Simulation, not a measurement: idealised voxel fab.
The process module that follows is named voxel ribs on slabs.
Cross-sectional view cut (width: 275 nm; square cell size: 5 nm).
If you're reading a cross-section in this doc, picture square cells in a grid; it comes to you as bands, top ones listed first down to the bottom, and a band can be one or more rows of cells. Heights first: top, then bottom, in nm. Then materials, left to right, each with a width in nm. "everywhere" on a single material: fills the band edge to edge. "blank": empty space. The reference from which all heights are counted is 0, the level beneath which the as-received wafer is entirely one material; the lowest band, having no lower bound, proceeds downward and is written after the example "0 nm and below". Width: "30 to 40" (first number = top row, second number = bottom row, same change from row to row of cells). "remained unchanged", as given for a step, is the statement that not any cell of the cross-section underwent a change during that step. So "Non-vented voids" is basically the list of trapped voids: any empty space of 8 cells or more that can't reach the top through an opening. They're written width x height at distance, the distance being from the left edge, and it's all nm. Anything after a step's settings on that line? It's the simulator's own note about the step. "overlay nm" denotes, for a step that has a mask, the displacement of the mask to the right of its planned place, with negative values corresponding to the left.

Planned step list for the process
1: RECEIVE [material Si]
2: DIRECTIONAL_DEP [material SiO2] [thk nm 20]
3: DIRECTIONAL_DEP [material SiN] [thk nm 15]
4: PATTERN [tone cover] [mask id RIB] [material resist] [width nm 25] [thk nm 20] [overlay nm 0]
5: DIRECTIONAL_ETCH [etch materials SiN] [depth nm 10]
6: STRIP [etch materials resist]
7: DIRECTIONAL_DEP [material aC] [thk nm 10]
8: PATTERN [tone cover] [mask id SLAB] [material resist] [width nm 75] [thk nm 25] [overlay nm 0]
9: DIRECTIONAL_ETCH [etch materials aC] [depth nm 10]
10: STRIP [etch materials resist]
11: DIRECTIONAL_ETCH [etch materials SiN] [depth nm 5]
12: STRIP [etch materials aC]
13: FILL_DEP [material SiO2] [thk nm 30]
14: CMP [height nm 55]
15: DIRECTIONAL_DEP [material TiN] [thk nm 10]
16: PATTERN [tone cover] [mask id HEATER] [material resist] [width nm 35] [thk nm 15] [overlay nm 0]
17: DIRECTIONAL_ETCH [etch materials TiN] [depth nm 10]
18: STRIP [etch materials resist]
19: CONFORMAL_DEP [material SiN] [thk nm 5]

As-received wafer cross-section (after step 1)
> 0 nm and below: Si everywhere
> Non-vented voids: none

Post-module cross-section of the first of two wafers (run per plan)
> 70 nm to 65 nm: blank 115 nm | SiN 45 nm | blank 115 nm
> 65 nm to 60 nm: blank 115 nm | SiN 5 nm | TiN 35 nm | SiN 5 nm | blank 115 nm
> 60 nm to 55 nm: SiN 120 nm | TiN 35 nm | SiN 120 nm
> 55 nm to 35 nm: SiO2 everywhere
> 35 nm to 25 nm: SiO2 125 nm | SiN 25 nm | SiO2 125 nm
> 25 nm to 20 nm: SiO2 100 nm | SiN 75 nm | SiO2 100 nm
> 20 nm to 0 nm: SiO2 everywhere
> 0 nm and below: Si everywhere
> Non-vented voids: none

Now the second wafer, cross-sectioned at the end of the module. Nothing different at the start, nothing different in the plan compared with the first, just one mistake when it was actually run
> 70 nm to 65 nm: blank 115 nm | SiN 45 nm | blank 115 nm
> 65 nm to 60 nm: blank 115 nm | SiN 5 nm | TiN 35 nm | SiN 5 nm | blank 115 nm
> 60 nm to 55 nm: SiN 120 nm | TiN 35 nm | SiN 120 nm
> 55 nm to 45 nm: SiO2 125 nm | SiN 25 nm | SiO2 125 nm
> 45 nm to 40 nm: SiO2 100 nm | SiN 75 nm | SiO2 100 nm
> 40 nm to 0 nm: SiO2 everywhere
> 0 nm and below: Si everywhere
> Non-vented voids: none
what went wrong: step 2 from the plan got run twice
At the close, every material occupies the same number of cells on the second wafer as on the first, only in different positions.
